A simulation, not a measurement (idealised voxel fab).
process module | voxel tone inversion
cross-section cut | 295 nm wide | cells 5 nm
A cross-section is a grid of square cells, given in bands from the top down. A band is one or more rows of cells.
Each band's line starts with the height of the band's top and of its bottom, in nm. Then come its materials from left to right, each with its width in nm. One material with "throughout" fills the band from edge to edge. "air" is empty space.
Height 0 is the level under which the wafer as received is all one material. The lowest band goes on downwards, as in "0 down".
A width such as "30 to 40" changes by the same amount from each row of cells to the next, from the band's top row to its bottom row.
"no change" after a step means that no cell of the cross-section changed.
closed voids: empty space of 8 cells or more with no open way to the top, each as width x height at its distance from the left edge, in nm
after a step's settings: what the simulator itself notes on the step
overlay nm, on a step with a mask: how far to the right of its planned place the mask lay; to the left if negative
plan
1 op RECEIVE | material Si
2 op CONFORMAL_DEP | material SiCN | thk nm 5
3 op DIRECTIONAL_DEP | material aC | thk nm 25
4 op PATTERN | tone cover | mask id POSTS | material resist | width nm 15 | pitch nm 45 | thk nm 35 | overlay nm 0
5 op DIRECTIONAL_ETCH | etch materials aC | depth nm 25
6 op STRIP | etch materials resist
7 op FILL_DEP | material SiO2 | thk nm 5
8 op CMP | height nm 30
9 op STRIP | etch materials aC
as received, after step 1
  0 down: Si throughout
  closed voids: none
first wafer at the end, as planned
  30 to 5: SiO2 95 | air 15 | SiO2 30 | air 15 | SiO2 30 | air 15 | SiO2 95
  5 to 0: SiCN throughout
  0 down: Si throughout
  closed voids: none
second wafer at the end: like start, like plan, one mistake
  30 to 5: air 95 | SiO2 15 | air 30 | SiO2 15 | air 30 | SiO2 15 | air 95
  5 to 0: SiCN throughout
  0 down: Si throughout
  closed voids: none
what went wrong: step 4 ran as: op PATTERN | tone open | mask id POSTS | material resist | width nm 15 | pitch nm 45 | thk nm 35 | overlay nm 0
at the end the second wafer has, in cells: 205 fewer of SiO2
